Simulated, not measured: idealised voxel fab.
process module | voxel air gaps
Square cell edge 5 nm, section width 175 nm, ID cut.
Cross-section = grid of square cells, listed top down in bands; band = one or more rows. A band entry consists of two parts. The first gives the height of the band's top and the height of its bottom, in nm. The rest lists the band's materials from left to right, each with its width in nm. A single material labelled with the word "full width" fills the band from edge to edge, and the word "blank" marks empty space. Measure heights from 0. That's the level where, below it, the as-received wafer is all one material. The lowest band is bottomless and extends downward; write it as in "0 down". A width such as "30..40" changes by the same amount from each row of cells to the next, from the band's top row to its bottom row. Basically "identical to before" means that step didn't change any cell in the cross-section. Voids not open to the top, 8 cells minimum: see "Listed closed voids". Written width x height at distance; distance is from the left edge; nm. On a step's line, text after the settings is the simulator commenting on that step. You can add "overlay nm" to a step's line. For a step with a mask, it describes how far the mask lay to the right of its planned position, and a negative number describes a lay to the left.
Below is the list of planned process steps
| 1 | RECEIVE, material Si |
| 2 | CONFORMAL_DEP, material SiO2, thk nm 15 |
| 3 | CONFORMAL_DEP, material SiN, thk nm 5 |
| 4 | DIRECTIONAL_DEP, material SiO2, thk nm 30 |
| 5 | MASKED_ETCH, tone open, mask id LINES, width nm 15, pitch nm 40, etch materials SiO2, depth nm 30, overlay nm 0 |
| 6 | CONFORMAL_DEP, material TiN, thk nm 5 |
| 7 | FILL_DEP, material W, thk nm 10 |
| 8 | CMP, height nm 50 |
| 9 | EPI, material Ru, thk nm 10 |
| 10 | SELECTIVE_ETCH, etch materials SiO2, depth nm 40 |
| 11 | CONFORMAL_DEP, material SiN, thk nm 5 |
Shown in cross-section is the wafer as received, that is, as it stands after step 1
    0 down | Si full width
    Listed closed voids: none
Cross-section: first of two wafers, module finished, run according to plan
    65 to 60 | blank (5)  SiN (165)  blank (5)
    60 to 50 | blank (5)  SiN (5)  Ru (35)  SiN (5)  Ru (35)  SiN (5)  Ru (35)  SiN (5)  Ru (35)  SiN (5)  blank (5)
    50 to 45 | blank (5)  SiN (15)  TiN (5)  W (5)  TiN (5)  SiN (25)  TiN (5)  W (5)  TiN (5)  SiN (25)  TiN (5)  W (5)  TiN (5)  SiN (25)  TiN (5)  W (5)  TiN (5)  SiN (15)  blank (5)
    45 to 25 | blank (15)  SiN (5)  TiN (5)  W (5)  TiN (5)  SiN (5)  blank (15)  SiN (5)  TiN (5)  W (5)  TiN (5)  SiN (5)  blank (15)  SiN (5)  TiN (5)  W (5)  TiN (5)  SiN (5)  blank (15)  SiN (5)  TiN (5)  W (5)  TiN (5)  SiN (5)  blank (15)
    25 to 20 | SiN (20)  TiN (15)  SiN (25)  TiN (15)  SiN (25)  TiN (15)  SiN (25)  TiN (15)  SiN (20)
    20 to 15 | SiN full width
    15 to 0 | SiO2 full width
    0 down | Si full width
    Listed closed voids: 15 x 20 at 40; 15 x 20 at 80; 15 x 20 at 120
Wafer two cross-section, module end. Start and plan unchanged from wafer one; one mistake made during the run
    55 to 15 | SiN full width
    15 to 0 | SiO2 full width
    0 down | Si full width
    Listed closed voids: none
Diagnosis: step 4 was not run as planned; what actually ran was DIRECTIONAL_DEP, material SiN, thk nm 30
In the final state, the cell counts of the second wafer exceed or fall short of those of the first for the following materials: Ru -56, SiN +126, TiN -52, W -20
The final tally of closed voids stands at 3 on the first wafer and 0 on the second.
